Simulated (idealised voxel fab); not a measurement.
Herein follows the process module entitled voxel capacitor over wiring.
Xsec cut, 260 nm wide, square cell size 5 nm.
We lay out every cross-section as a grid of square cells and spell it out in bands from the top down, where one band means one or more rows of cells. It is stipulated that each band's entry specify, in nanometres, the height of the top of the band and then that of its bottom, followed by the materials of the band in left-to-right sequence, each together with its width in nanometres. A single material marked by the word "everywhere" is understood to fill the band from edge to edge; the word "blank" is understood to denote empty space. Heads up on the height convention: 0 is the point under which the incoming wafer is all one material, and the lowest band has no bottom, it just keeps going down, like "0 -> down". The expression "30 to 40" gives the width at the extremes of the band, the first number at its top row of cells and the second at its bottom row, with the width changing by equal amounts from each row to the next in between. Where a step carries "left unchanged", the cross-section came out of it unchanged, cell for cell. Heads up: "Catalogued sealed voids" only lists the empty pockets with no open path to the top that are 8 cells or more, and it writes them as width x height at distance, distance from the left edge, in nm. On a step's line, text after the settings is the simulator commenting on that step. "overlay nm" on a masked step: distance the mask lay right of its planned place, negative for left. Everything after this point is organized in pairs: a cross-section before one process step, a cross-section after it that shows only as deep as the lowest changed band, and, under the pair, the intervening step with its settings. Because different runs of this module on the same starting wafer can supply different pairs, a pair continues from the pair above it only if its entry headed "Before processing" says so.

Before processing:
	125 -> 90  blank=80, resist=75, blank=105
	90 -> 80  blank=80, resist=5, aC=25, resist=45, blank=105
	80 -> 75  blank=75, aC=75, resist=5, blank=105
	75 -> 70  blank=75, aC=10, TiN=25, aC=40, resist=5, blank=105
	70 -> 65  aC=85, HfO2=25, aC=150
	65 -> 60  aC=75, TiN=75, aC=110
	60 -> 55  aC=75, TiN=35, HfO2=40, aC=110
	55 -> 45  TiN=75, Ru=35, TiN=150
	45 -> 35  SiO2=85, Ru=15, SiO2=160
	35 -> 30  SiCN=85, Ru=15, SiCN=160
	30 -> 15  lowk=70, TiN=5, Cu=20, TiN=5, lowk=60, TiN=5, Cu=20, TiN=5, lowk=70
	15 -> 10  SiN=70, TiN=30, SiN=60, TiN=30, SiN=70
	10 -> 0  SiO2 everywhere
	0 -> down  Si everywhere
	Catalogued sealed voids: none

State After Step:
	110 -> 90  blank=80, resist=75, blank=105
	90 -> 80  blank=80, resist=5, aC=25, resist=45, blank=105
	80 -> 75  blank=80, aC=70, resist=5, blank=105
	75 -> 70  blank=80, aC=5, TiN=25, aC=40, resist=5, blank=105
	70 -> 65  blank=80, aC=5, HfO2=25, aC=45, blank=105
	65 -> 60  blank=75, TiN=75, aC=5, blank=105
	60 -> 55  blank=75, TiN=35, HfO2=40, aC=5, blank=105
	Whatever lies below 55 is exactly as it was before.
	Catalogued sealed voids: none
What was done to get from the before section above to the after section? DIRECTIONAL_ETCH [etch materials aC] [depth nm 15]

Before processing: This step starts from the configuration shown after the step in the pair immediately above.

State After Step:
	90 -> 80  blank=85, aC=25, blank=150
	80 -> 75  blank=80, aC=70, blank=110
	75 -> 70  blank=80, aC=5, TiN=25, aC=40, blank=110
	Whatever lies below 70 is exactly as it was before.
	Catalogued sealed voids: none
What was done to get from the before section above to the after section? STRIP [etch materials resist]

Before processing: This step starts from the configuration shown after the step in the pair immediately above.

State After Step:
	90 -> 80  blank=85, aC=25, blank=150
	80 -> 75  blank=80, aC=70, blank=110
	75 -> 70  blank=80, aC=5, TiN=25, aC=40, blank=110
	70 -> 65  blank=80, aC=5, HfO2=25, aC=45, blank=105
	65 -> 60  blank=80, TiN=70, aC=5, blank=105
	60 -> 55  blank=80, TiN=30, HfO2=40, aC=5, blank=105
	55 -> 45  blank=75, Ru=35, TiN=45, blank=105
	Whatever lies below 45 is exactly as it was before.
	Catalogued sealed voids: none
What was done to get from the before section above to the after section? DIRECTIONAL_ETCH [etch materials TiN] [depth nm 10]

Before processing: This step starts from the configuration shown after the step in the pair immediately above.

State After Step:
	75 -> 70  blank=85, TiN=25, blank=150
	70 -> 65  blank=85, HfO2=25, blank=150
	65 -> 60  blank=80, TiN=70, blank=110
	60 -> 55  blank=80, TiN=30, HfO2=40, blank=110
	Whatever lies below 55 is exactly as it was before.
	Catalogued sealed voids: none
What was done to get from the before section above to the after section? STRIP [etch materials aC]

Before processing: This step starts from the configuration shown after the step in the pair immediately above.

State After Step:
	90 -> 75  SiO2 everywhere
	75 -> 70  SiO2=85, TiN=25, SiO2=150
	70 -> 65  SiO2=85, HfO2=25, SiO2=150
	65 -> 60  SiO2=80, TiN=70, SiO2=110
	60 -> 55  SiO2=80, TiN=30, HfO2=40, SiO2=110
	55 -> 45  SiO2=75, Ru=35, TiN=45, SiO2=105
	Whatever lies below 45 is exactly as it was before.
	Catalogued sealed voids: none
What was done to get from the before section above to the after section? FILL_DEP [material SiO2] [thk nm 15]

Before processing: This step starts from the configuration shown after the step in the pair immediately above.

State After Step:
	75 -> 70  SiO2=85, TiN=25, SiO2=150
	Whatever lies below 70 is exactly as it was before.
	Catalogued sealed voids: none
What was done to get from the before section above to the after section? CMP [height nm 75]

Before processing: This step starts from the configuration shown after the step in the pair immediately above.

State After Step:
	90 -> 75  resist=95, blank=15, resist=150
	Whatever lies below 75 is exactly as it was before.
	Catalogued sealed voids: none
What was done to get from the before section above to the after section? PATTERN [tone open] [mask id PLUG_2] [material resist] [width nm 15] [thk nm 15] [overlay nm 0]

Before processing: This step starts from the configuration shown after the step in the pair immediately above.

State After Step:
	75 -> 70  SiO2=85, TiN=25, SiO2=150
	Whatever lies below 70 is exactly as it was before.
	Catalogued sealed voids: none
What was done to get from the before section above to the after section? STRIP [etch materials resist]

Before processing: This step starts from the configuration shown after the step in the pair immediately above.

State After Step:
	80 -> 75  TiN everywhere
	Whatever lies below 75 is exactly as it was before.
	Catalogued sealed voids: none
What was done to get from the before section above to the after section? CONFORMAL_DEP [material TiN] [thk nm 5]

Before processing: This step starts from the configuration shown after the step in the pair immediately above.

State After Step:
	90 -> 80  Cu everywhere
	Whatever lies below 80 is exactly as it was before.
	Catalogued sealed voids: none
What was done to get from the before section above to the after section? FILL_DEP [material Cu] [thk nm 10]

Before processing: This step starts from the configuration shown after the step in the pair immediately above.

State After Step:
	75 -> 70  SiO2=85, TiN=25, SiO2=150
	Whatever lies below 70 is exactly as it was before.
	Catalogued sealed voids: none
What was done to get from the before section above to the after section? CMP [height nm 75]

Before processing: This step starts from the configuration shown after the step in the pair immediately above.

State After Step:
	80 -> 75  SiN everywhere
	Whatever lies below 75 is exactly as it was before.
	Catalogued sealed voids: none
What was done to get from the before section above to the after section? CONFORMAL_DEP [material SiN] [thk nm 5]

Before processing:
	55 -> 45  TiN everywhere
	45 -> 35  SiO2=85, Ru=15, SiO2=160
	35 -> 30  SiCN=85, Ru=15, SiCN=160
	30 -> 15  lowk=70, TiN=5, Cu=20, TiN=5, lowk=60, TiN=5, Cu=20, TiN=5, lowk=70
	15 -> 10  SiN=70, TiN=30, SiN=60, TiN=30, SiN=70
	10 -> 0  SiO2 everywhere
	0 -> down  Si everywhere
	Catalogued sealed voids: none

State After Step:
	60 -> 45  TiN everywhere
	Whatever lies below 45 is exactly as it was before.
	Catalogued sealed voids: none
What was done to get from the before section above to the after section? DIRECTIONAL_DEP [material TiN] [thk nm 5]

Before processing: This step starts from the configuration shown after the step in the pair immediately above.

State After Step:
	65 -> 60  HfO2 everywhere
	Whatever lies below 60 is exactly as it was before.
	Catalogued sealed voids: none
What was done to get from the before section above to the after section? DIRECTIONAL_DEP [material HfO2] [thk nm 5]

Before processing: This step starts from the configuration shown after the step in the pair immediately above.

State After Step:
	80 -> 65  blank=85, resist=65, blank=110
	Whatever lies below 65 is exactly as it was before.
	Catalogued sealed voids: none
What was done to get from the before section above to the after section? PATTERN [tone cover] [mask id UPPER_PLATE] [material resist] [width nm 65] [thk nm 15] [overlay nm 0]

Before processing: This step starts from the configuration shown after the step in the pair immediately above.

State After Step:
	80 -> 65  blank=85, resist=65, blank=110
	65 -> 60  blank=85, HfO2=65, blank=110
	Whatever lies below 60 is exactly as it was before.
	Catalogued sealed voids: none
What was done to get from the before section above to the after section? DIRECTIONAL_ETCH [etch materials HfO2] [depth nm 5]

Before processing: This step starts from the configuration shown after the step in the pair immediately above.

State After Step:
	65 -> 60  blank=85, HfO2=65, blank=110
	Whatever lies below 60 is exactly as it was before.
	Catalogued sealed voids: none
What was done to get from the before section above to the after section? STRIP [etch materials resist]

Before processing: This step starts from the configuration shown after the step in the pair immediately above.

State After Step:
	80 -> 75  blank=85, aC=65, blank=110
	75 -> 65  aC everywhere
	65 -> 60  aC=85, HfO2=65, aC=110
	Whatever lies below 60 is exactly as it was before.
	Catalogued sealed voids: none
What was done to get from the before section above to the after section? DIRECTIONAL_DEP [material aC] [thk nm 15]

Before processing: This step starts from the configuration shown after the step in the pair immediately above.

State After Step:
	115 -> 80  blank=80, resist=75, blank=105
	80 -> 75  blank=80, resist=5, aC=65, resist=5, blank=105
	Whatever lies below 75 is exactly as it was before.
	Catalogued sealed voids: none
What was done to get from the before section above to the after section? PATTERN [tone cover] [mask id LOWER_PLATE] [material resist] [width nm 75] [thk nm 35] [overlay nm 0]

Before processing: This step starts from the configuration shown after the step in the pair immediately above.

State After Step:
	100 -> 80  blank=80, resist=75, blank=105
	80 -> 75  blank=80, resist=5, aC=65, resist=5, blank=105
	75 -> 65  blank=80, aC=75, blank=105
	65 -> 60  blank=80, aC=5, HfO2=65, aC=5, blank=105
	Whatever lies below 60 is exactly as it was before.
	Catalogued sealed voids: none
What was done to get from the before section above to the after section? DIRECTIONAL_ETCH [etch materials aC] [depth nm 15]

Before processing: This step starts from the configuration shown after the step in the pair immediately above.

State After Step:
	80 -> 75  blank=85, aC=65, blank=110
	Whatever lies below 75 is exactly as it was before.
	Catalogued sealed voids: none
What was done to get from the before section above to the after section? STRIP [etch materials resist]

Before processing: This step starts from the configuration shown after the step in the pair immediately above.

State After Step:
	80 -> 75  blank=85, aC=65, blank=110
	75 -> 65  blank=80, aC=75, blank=105
	65 -> 60  blank=80, aC=5, HfO2=65, aC=5, blank=105
	60 -> 50  blank=80, TiN=75, blank=105
	Whatever lies below 50 is exactly as it was before.
	Catalogued sealed voids: none
What was done to get from the before section above to the after section? DIRECTIONAL_ETCH [etch materials TiN] [depth nm 10]

Before processing: This step starts from the configuration shown after the step in the pair immediately above.

State After Step:
	65 -> 60  blank=85, HfO2=65, blank=110
	Whatever lies below 60 is exactly as it was before.
	Catalogued sealed voids: none
What was done to get from the before section above to the after section? STRIP [etch materials aC]

Before processing: This step starts from the configuration shown after the step in the pair immediately above.

State After Step:
	80 -> 65  SiO2 everywhere
	65 -> 60  SiO2=85, HfO2=65, SiO2=110
	60 -> 50  SiO2=80, TiN=75, SiO2=105
	Whatever lies below 50 is exactly as it was before.
	Catalogued sealed voids: none
What was done to get from the before section above to the after section? FILL_DEP [material SiO2] [thk nm 15]

Before processing: This step starts from the configuration shown after the step in the pair immediately above.

State After Step:
	75 -> 65  SiO2 everywhere
	Whatever lies below 65 is exactly as it was before.
	Catalogued sealed voids: none
What was done to get from the before section above to the after section? CMP [height nm 75]

Before processing: This step starts from the configuration shown after the step in the pair immediately above.

State After Step:
	90 -> 75  resist=95, blank=15, resist=150
	Whatever lies below 75 is exactly as it was before.
	Catalogued sealed voids: none
What was done to get from the before section above to the after section? PATTERN [tone open] [mask id PLUG_2] [material resist] [width nm 15] [thk nm 15] [overlay nm 0]

Before processing: This step starts from the configuration shown after the step in the pair immediately above.

State After Step:
	90 -> 75  resist=95, blank=15, resist=150
	75 -> 65  SiO2=95, blank=15, SiO2=150
	Whatever lies below 65 is exactly as it was before.
	Catalogued sealed voids: none
What was done to get from the before section above to the after section? DIRECTIONAL_ETCH [etch materials SiO2] [depth nm 10]

Before processing: This step starts from the configuration shown after the step in the pair immediately above.

State After Step:
	75 -> 65  SiO2=95, blank=15, SiO2=150
	Whatever lies below 65 is exactly as it was before.
	Catalogued sealed voids: none
What was done to get from the before section above to the after section? STRIP [etch materials resist]

Before processing: This step starts from the configuration shown after the step in the pair immediately above.

State After Step:
	80 -> 75  TiN=100, blank=5, TiN=155
	75 -> 70  SiO2=95, TiN=5, blank=5, TiN=5, SiO2=150
	70 -> 65  SiO2=95, TiN=15, SiO2=150
	Whatever lies below 65 is exactly as it was before.
	Catalogued sealed voids: none
What was done to get from the before section above to the after section? CONFORMAL_DEP [material TiN] [thk nm 5]

Before processing: This step starts from the configuration shown after the step in the pair immediately above.

State After Step:
	90 -> 80  Cu everywhere
	80 -> 75  TiN=100, Cu=5, TiN=155
	75 -> 70  SiO2=95, TiN=5, Cu=5, TiN=5, SiO2=150
	Whatever lies below 70 is exactly as it was before.
	Catalogued sealed voids: none
What was done to get from the before section above to the after section? FILL_DEP [material Cu] [thk nm 10]

Before processing: This step starts from the configuration shown after the step in the pair immediately above.

State After Step:
	75 -> 70  SiO2=95, TiN=5, Cu=5, TiN=5, SiO2=150
	Whatever lies below 70 is exactly as it was before.
	Catalogued sealed voids: none
What was done to get from the before section above to the after section? CMP [height nm 75]

Before processing: This step starts from the configuration shown after the step in the pair immediately above.

State After Step:
	80 -> 75  SiN everywhere
	Whatever lies below 75 is exactly as it was before.
	Catalogued sealed voids: none
What was done to get from the before section above to the after section? CONFORMAL_DEP [material SiN] [thk nm 5]

Before processing:
	10 -> 0  SiO2 everywhere
	0 -> down  Si everywhere
	Catalogued sealed voids: none

State After Step:
	25 -> 10  SiN everywhere
	Whatever lies below 10 is exactly as it was before.
	Catalogued sealed voids: none
What was done to get from the before section above to the after section? CONFORMAL_DEP [material SiN] [thk nm 15]

Before processing: This step starts from the configuration shown after the step in the pair immediately above.

State After Step:
	40 -> 25  lowk everywhere
	Whatever lies below 25 is exactly as it was before.
	Catalogued sealed voids: none
What was done to get from the before section above to the after section? DIRECTIONAL_DEP [material lowk] [thk nm 15]

Before processing: This step starts from the configuration shown after the step in the pair immediately above.

State After Step:
	55 -> 40  resist=70, blank=30, resist=60, blank=30, resist=70
	Whatever lies below 40 is exactly as it was before.
	Catalogued sealed voids: none
What was done to get from the before section above to the after section? PATTERN [tone open] [mask id METAL_1] [material resist] [width nm 30] [pitch nm 90] [thk nm 15] [overlay nm 0]

Before processing: This step starts from the configuration shown after the step in the pair immediately above.

State After Step:
	55 -> 40  resist=70, blank=30, resist=60, blank=30, resist=70
	40 -> 25  lowk=70, blank=30, lowk=60, blank=30, lowk=70
	Whatever lies below 25 is exactly as it was before.
	Catalogued sealed voids: none
What was done to get from the before section above to the after section? DIRECTIONAL_ETCH [etch materials lowk] [depth nm 15]

Before processing: This step starts from the configuration shown after the step in the pair immediately above.

State After Step:
	55 -> 40  resist=70, blank=30, resist=60, blank=30, resist=70
	40 -> 25  lowk=70, blank=30, lowk=60, blank=30, lowk=70
	25 -> 20  SiN=70, blank=30, SiN=60, blank=30, SiN=70
	Whatever lies below 20 is exactly as it was before.
	Catalogued sealed voids: none
What was done to get from the before section above to the after section? DIRECTIONAL_ETCH [etch materials SiN] [depth nm 5]

Before processing: This step starts from the configuration shown after the step in the pair immediately above.

State After Step:
	40 -> 25  lowk=70, blank=30, lowk=60, blank=30, lowk=70
	Whatever lies below 25 is exactly as it was before.
	Catalogued sealed voids: none
What was done to get from the before section above to the after section? STRIP [etch materials resist]

Before processing: This step starts from the configuration shown after the step in the pair immediately above.

State After Step:
	45 -> 40  TiN=75, blank=20, TiN=70, blank=20, TiN=75
	40 -> 25  lowk=70, TiN=5, blank=20, TiN=5, lowk=60, TiN=5, blank=20, TiN=5, lowk=70
	25 -> 20  SiN=70, TiN=30, SiN=60, TiN=30, SiN=70
	Whatever lies below 20 is exactly as it was before.
	Catalogued sealed voids: none
What was done to get from the before section above to the after section? CONFORMAL_DEP [material TiN] [thk nm 5]

Before processing: This step starts from the configuration shown after the step in the pair immediately above.

State After Step:
	55 -> 45  Cu everywhere
	45 -> 40  TiN=75, Cu=20, TiN=70, Cu=20, TiN=75
	40 -> 25  lowk=70, TiN=5, Cu=20, TiN=5, lowk=60, TiN=5, Cu=20, TiN=5, lowk=70
	Whatever lies below 25 is exactly as it was before.
	Catalogued sealed voids: none
What was done to get from the before section above to the after section? FILL_DEP [material Cu] [thk nm 10]

Before processing: This step starts from the configuration shown after the step in the pair immediately above.

State After Step:
	30 -> 25  lowk=70, TiN=5, Cu=20, TiN=5, lowk=60, TiN=5, Cu=20, TiN=5, lowk=70
	Whatever lies below 25 is exactly as it was before.
	Catalogued sealed voids: none
What was done to get from the before section above to the after section? CMP [height nm 30]

Before processing: This step starts from the configuration shown after the step in the pair immediately above.

State After Step:
	35 -> 30  SiCN everywhere
	Whatever lies below 30 is exactly as it was before.
	Catalogued sealed voids: none
What was done to get from the before section above to the after section? CONFORMAL_DEP [material SiCN] [thk nm 5]

Before processing: This step starts from the configuration shown after the step in the pair immediately above.

State After Step:
	45 -> 35  SiO2 everywhere
	Whatever lies below 35 is exactly as it was before.
	Catalogued sealed voids: none
What was done to get from the before section above to the after section? DIRECTIONAL_DEP [material SiO2] [thk nm 10]

Before processing: This step starts from the configuration shown after the step in the pair immediately above.

State After Step:
	45 -> 35  SiO2=85, blank=15, SiO2=160
	Whatever lies below 35 is exactly as it was before.
	Catalogued sealed voids: none
What was done to get from the before section above to the after section? MASKED_ETCH [tone open] [mask id PLUG_1] [width nm 15] [etch materials SiO2] [depth nm 10] [overlay nm 0]

Before processing: This step starts from the configuration shown after the step in the pair immediately above.

State After Step:
	45 -> 35  SiO2=85, blank=15, SiO2=160
	35 -> 30  SiCN=85, blank=15, SiCN=160
	Whatever lies below 30 is exactly as it was before.
	Catalogued sealed voids: none
What was done to get from the before section above to the after section? MASKED_ETCH [tone open] [mask id PLUG_1] [width nm 15] [etch materials SiCN] [depth nm 5] [overlay nm 0]

Before processing: This step starts from the configuration shown after the step in the pair immediately above.

State After Step:
	45 -> 40  SiO2=85, blank=15, SiO2=160
	40 -> 35  SiO2=85, Ru=15, SiO2=160
	35 -> 30  SiCN=85, Ru=15, SiCN=160
	Whatever lies below 30 is exactly as it was before.
	Catalogued sealed voids: none
What was done to get from the before section above to the after section? EPI [material Ru] [thk nm 10]

Before processing: This step starts from the configuration shown after the step in the pair immediately above.

State After Step:
	45 -> 35  SiO2=85, Ru=15, SiO2=160
	Whatever lies below 35 is exactly as it was before.
	Catalogued sealed voids: none
What was done to get from the before section above to the after section? EPI [material Ru] [thk nm 5]

Before processing: This step starts from the configuration shown after the step in the pair immediately above.

State After Step:
	55 -> 45  TiN everywhere
	Whatever lies below 45 is exactly as it was before.
	Catalogued sealed voids: none
What was done to get from the before section above to the after section? DIRECTIONAL_DEP [material TiN] [thk nm 10]

Before processing: This step starts from the configuration shown after the step in the pair immediately above.

State After Step:
	60 -> 55  HfO2 everywhere
	Whatever lies below 55 is exactly as it was before.
	Catalogued sealed voids: none
What was done to get from the before section above to the after section? DIRECTIONAL_DEP [material HfO2] [thk nm 5]

Before processing: This step starts from the configuration shown after the step in the pair immediately above.

State After Step:
	65 -> 60  TiN everywhere
	Whatever lies below 60 is exactly as it was before.
	Catalogued sealed voids: none
What was done to get from the before section above to the after section? DIRECTIONAL_DEP [material TiN] [thk nm 5]

Before processing: This step starts from the configuration shown after the step in the pair immediately above.

State After Step:
	80 -> 65  blank=85, resist=65, blank=110
	Whatever lies below 65 is exactly as it was before.
	Catalogued sealed voids: none
What was done to get from the before section above to the after section? PATTERN [tone cover] [mask id UPPER_PLATE] [material resist] [width nm 65] [thk nm 15] [overlay nm 0]

Before processing: This step starts from the configuration shown after the step in the pair immediately above.

State After Step:
	80 -> 65  blank=85, resist=65, blank=110
	65 -> 60  blank=85, TiN=65, blank=110
	Whatever lies below 60 is exactly as it was before.
	Catalogued sealed voids: none
What was done to get from the before section above to the after section? DIRECTIONAL_ETCH [etch materials TiN] [depth nm 5]

Before processing: This step starts from the configuration shown after the step in the pair immediately above.

State After Step:
	80 -> 65  blank=85, resist=65, blank=110
	65 -> 60  blank=85, TiN=65, blank=110
	60 -> 55  blank=85, HfO2=65, blank=110
	Whatever lies below 55 is exactly as it was before.
	Catalogued sealed voids: none
What was done to get from the before section above to the after section? DIRECTIONAL_ETCH [etch materials HfO2] [depth nm 5]

Before processing: This step starts from the configuration shown after the step in the pair immediately above.

State After Step:
	65 -> 60  blank=85, TiN=65, blank=110
	Whatever lies below 60 is exactly as it was before.
	Catalogued sealed voids: none
What was done to get from the before section above to the after section? STRIP [etch materials resist]

Before processing: This step starts from the configuration shown after the step in the pair immediately above.

State After Step:
	80 -> 70  blank=85, aC=65, blank=110
	70 -> 65  aC everywhere
	65 -> 60  aC=85, TiN=65, aC=110
	60 -> 55  aC=85, HfO2=65, aC=110
	Whatever lies below 55 is exactly as it was before.
	Catalogued sealed voids: none
What was done to get from the before section above to the after section? DIRECTIONAL_DEP [material aC] [thk nm 15]

Before processing: This step starts from the configuration shown after the step in the pair immediately above.

State After Step:
	115 -> 80  blank=80, resist=75, blank=105
	80 -> 70  blank=80, resist=5, aC=65, resist=5, blank=105
	Whatever lies below 70 is exactly as it was before.
	Catalogued sealed voids: none
What was done to get from the before section above to the after section? PATTERN [tone cover] [mask id LOWER_PLATE] [material resist] [width nm 75] [thk nm 35] [overlay nm 0]

Before processing: This step starts from the configuration shown after the step in the pair immediately above.

State After Step:
	100 -> 80  blank=80, resist=75, blank=105
	80 -> 70  blank=80, resist=5, aC=65, resist=5, blank=105
	70 -> 65  blank=80, aC=75, blank=105
	65 -> 60  blank=80, aC=5, TiN=65, aC=5, blank=105
	60 -> 55  blank=80, aC=5, HfO2=65, aC=5, blank=105
	Whatever lies below 55 is exactly as it was before.
	Catalogued sealed voids: none
What was done to get from the before section above to the after section? DIRECTIONAL_ETCH [etch materials aC] [depth nm 15]

Before processing: This step starts from the configuration shown after the step in the pair immediately above.

State After Step:
	80 -> 70  blank=85, aC=65, blank=110
	Whatever lies below 70 is exactly as it was before.
	Catalogued sealed voids: none
What was done to get from the before section above to the after section? STRIP [etch materials resist]

Before processing: This step starts from the configuration shown after the step in the pair immediately above.

State After Step:
	80 -> 70  blank=85, aC=65, blank=110
	70 -> 65  blank=80, aC=75, blank=105
	65 -> 60  blank=80, aC=5, TiN=65, aC=5, blank=105
	60 -> 55  blank=80, aC=5, HfO2=65, aC=5, blank=105
	55 -> 45  blank=80, TiN=75, blank=105
	Whatever lies below 45 is exactly as it was before.
	Catalogued sealed voids: none
What was done to get from the before section above to the after section? DIRECTIONAL_ETCH [etch materials TiN] [depth nm 10]

Before processing: This step starts from the configuration shown after the step in the pair immediately above.

State After Step:
	65 -> 60  blank=85, TiN=65, blank=110
	60 -> 55  blank=85, HfO2=65, blank=110
	Whatever lies below 55 is exactly as it was before.
	Catalogued sealed voids: none
What was done to get from the before section above to the after section? STRIP [etch materials aC]

Before processing: This step starts from the configuration shown after the step in the pair immediately above.

State After Step:
	80 -> 65  SiO2 everywhere
	65 -> 60  SiO2=85, TiN=65, SiO2=110
	60 -> 55  SiO2=85, HfO2=65, SiO2=110
	55 -> 45  SiO2=80, TiN=75, SiO2=105
	Whatever lies below 45 is exactly as it was before.
	Catalogued sealed voids: none
What was done to get from the before section above to the after section? FILL_DEP [material SiO2] [thk nm 15]

Before processing: This step starts from the configuration shown after the step in the pair immediately above.

State After Step:
	75 -> 65  SiO2 everywhere
	Whatever lies below 65 is exactly as it was before.
	Catalogued sealed voids: none
What was done to get from the before section above to the after section? CMP [height nm 75]

Before processing: This step starts from the configuration shown after the step in the pair immediately above.

State After Step:
	90 -> 75  resist=95, blank=15, resist=150
	Whatever lies below 75 is exactly as it was before.
	Catalogued sealed voids: none
What was done to get from the before section above to the after section? PATTERN [tone open] [mask id PLUG_2] [material resist] [width nm 15] [thk nm 15] [overlay nm 0]

Before processing: This step starts from the configuration shown after the step in the pair immediately above.

State After Step:
	90 -> 75  resist=95, blank=15, resist=150
	75 -> 65  SiO2=95, blank=15, SiO2=150
	Whatever lies below 65 is exactly as it was before.
	Catalogued sealed voids: none
What was done to get from the before section above to the after section? DIRECTIONAL_ETCH [etch materials SiO2] [depth nm 10]

Before processing: This step starts from the configuration shown after the step in the pair immediately above.

State After Step:
	75 -> 65  SiO2=95, blank=15, SiO2=150
	Whatever lies below 65 is exactly as it was before.
	Catalogued sealed voids: none
What was done to get from the before section above to the after section? STRIP [etch materials resist]

Before processing: This step starts from the configuration shown after the step in the pair immediately above.

State After Step:
	80 -> 75  TiN=100, blank=5, TiN=155
	75 -> 70  SiO2=95, TiN=5, blank=5, TiN=5, SiO2=150
	70 -> 60  SiO2=95 to 85, TiN=15 to 65, SiO2=150 to 110
	Whatever lies below 60 is exactly as it was before.
	Catalogued sealed voids: none
What was done to get from the before section above to the after section? CONFORMAL_DEP [material TiN] [thk nm 5]

Before processing: This step starts from the configuration shown after the step in the pair immediately above.

State After Step:
	90 -> 80  Cu everywhere
	80 -> 75  TiN=100, Cu=5, TiN=155
	75 -> 70  SiO2=95, TiN=5, Cu=5, TiN=5, SiO2=150
	Whatever lies below 70 is exactly as it was before.
	Catalogued sealed voids: none
What was done to get from the before section above to the after section? FILL_DEP [material Cu] [thk nm 10]

Before processing: This step starts from the configuration shown after the step in the pair immediately above.

State After Step:
	75 -> 70  SiO2=95, TiN=5, Cu=5, TiN=5, SiO2=150
	Whatever lies below 70 is exactly as it was before.
	Catalogued sealed voids: none
What was done to get from the before section above to the after section? CMP [height nm 75]

Before processing: This step starts from the configuration shown after the step in the pair immediately above.

State After Step:
	80 -> 75  SiN everywhere
	Whatever lies below 75 is exactly as it was before.
	Catalogued sealed voids: none
What was done to get from the before section above to the after section? CONFORMAL_DEP [material SiN] [thk nm 5]

Before processing:
	45 -> 35  SiO2 everywhere
	35 -> 30  SiCN everywhere
	30 -> 15  lowk=70, TiN=5, Cu=20, TiN=5, lowk=60, TiN=5, Cu=20, TiN=5, lowk=70
	15 -> 10  SiN=70, TiN=30, SiN=60, TiN=30, SiN=70
	10 -> 0  SiO2 everywhere
	0 -> down  Si everywhere
	Catalogued sealed voids: none

State After Step:
	45 -> 35  SiO2=80, blank=25, SiO2=155
	Whatever lies below 35 is exactly as it was before.
	Catalogued sealed voids: none
What was done to get from the before section above to the after section? MASKED_ETCH [tone open] [mask id PLUG_1] [width nm 25] [etch materials SiO2] [depth nm 10] [overlay nm 0]

Before processing: This step starts from the configuration shown after the step in the pair immediately above.

State After Step:
	45 -> 35  SiO2=80, blank=25, SiO2=155
	35 -> 30  SiCN=85, blank=15, SiCN=160
	Whatever lies below 30 is exactly as it was before.
	Catalogued sealed voids: none
What was done to get from the before section above to the after section? MASKED_ETCH [tone open] [mask id PLUG_1] [width nm 15] [etch materials SiCN] [depth nm 5] [overlay nm 0]

Before processing: This step starts from the configuration shown after the step in the pair immediately above.

State After Step:
	45 -> 40  SiO2=80, blank=25, SiO2=155
	40 -> 35  SiO2=80, Ru=25, SiO2=155
	35 -> 30  SiCN=85, Ru=15, SiCN=160
	Whatever lies below 30 is exactly as it was before.
	Catalogued sealed voids: none
What was done to get from the before section above to the after section? EPI [material Ru] [thk nm 10]

Before processing: This step starts from the configuration shown after the step in the pair immediately above.

State After Step:
	45 -> 35  SiO2=80, Ru=25, SiO2=155
	Whatever lies below 35 is exactly as it was before.
	Catalogued sealed voids: none
What was done to get from the before section above to the after section? EPI [material Ru] [thk nm 5]

Before processing: This step starts from the configuration shown after the step in the pair immediately above.

State After Step:
	55 -> 45  TiN everywhere
	Whatever lies below 45 is exactly as it was before.
	Catalogued sealed voids: none
What was done to get from the before section above to the after section? DIRECTIONAL_DEP [material TiN] [thk nm 10]

Before processing: This step starts from the configuration shown after the step in the pair immediately above.

State After Step:
	60 -> 55  HfO2 everywhere
	Whatever lies below 55 is exactly as it was before.
	Catalogued sealed voids: none
What was done to get from the before section above to the after section? DIRECTIONAL_DEP [material HfO2] [thk nm 5]

Before processing: This step starts from the configuration shown after the step in the pair immediately above.

State After Step:
	65 -> 60  TiN everywhere
	Whatever lies below 60 is exactly as it was before.
	Catalogued sealed voids: none
What was done to get from the before section above to the after section? DIRECTIONAL_DEP [material TiN] [thk nm 5]

Before processing: This step starts from the configuration shown after the step in the pair immediately above.

State After Step:
	80 -> 65  blank=85, resist=65, blank=110
	Whatever lies below 65 is exactly as it was before.
	Catalogued sealed voids: none
What was done to get from the before section above to the after section? PATTERN [tone cover] [mask id UPPER_PLATE] [material resist] [width nm 65] [thk nm 15] [overlay nm 0]

Before processing: This step starts from the configuration shown after the step in the pair immediately above.

State After Step:
	80 -> 65  blank=85, resist=65, blank=110
	65 -> 60  blank=85, TiN=65, blank=110
	Whatever lies below 60 is exactly as it was before.
	Catalogued sealed voids: none
What was done to get from the before section above to the after section? DIRECTIONAL_ETCH [etch materials TiN] [depth nm 5]

Before processing: This step starts from the configuration shown after the step in the pair immediately above.

State After Step:
	80 -> 65  blank=85, resist=65, blank=110
	65 -> 60  blank=85, TiN=65, blank=110
	60 -> 55  blank=85, HfO2=65, blank=110
	Whatever lies below 55 is exactly as it was before.
	Catalogued sealed voids: none
What was done to get from the before section above to the after section? DIRECTIONAL_ETCH [etch materials HfO2] [depth nm 5]

Before processing: This step starts from the configuration shown after the step in the pair immediately above.

State After Step:
	65 -> 60  blank=85, TiN=65, blank=110
	Whatever lies below 60 is exactly as it was before.
	Catalogued sealed voids: none
What was done to get from the before section above to the after section? STRIP [etch materials resist]

Before processing: This step starts from the configuration shown after the step in the pair immediately above.

State After Step:
	80 -> 70  blank=85, aC=65, blank=110
	70 -> 65  aC everywhere
	65 -> 60  aC=85, TiN=65, aC=110
	60 -> 55  aC=85, HfO2=65, aC=110
	Whatever lies below 55 is exactly as it was before.
	Catalogued sealed voids: none
What was done to get from the before section above to the after section? DIRECTIONAL_DEP [material aC] [thk nm 15]

Before processing: This step starts from the configuration shown after the step in the pair immediately above.

State After Step:
	115 -> 80  blank=80, resist=75, blank=105
	80 -> 70  blank=80, resist=5, aC=65, resist=5, blank=105
	Whatever lies below 70 is exactly as it was before.
	Catalogued sealed voids: none
What was done to get from the before section above to the after section? PATTERN [tone cover] [mask id LOWER_PLATE] [material resist] [width nm 75] [thk nm 35] [overlay nm 0]
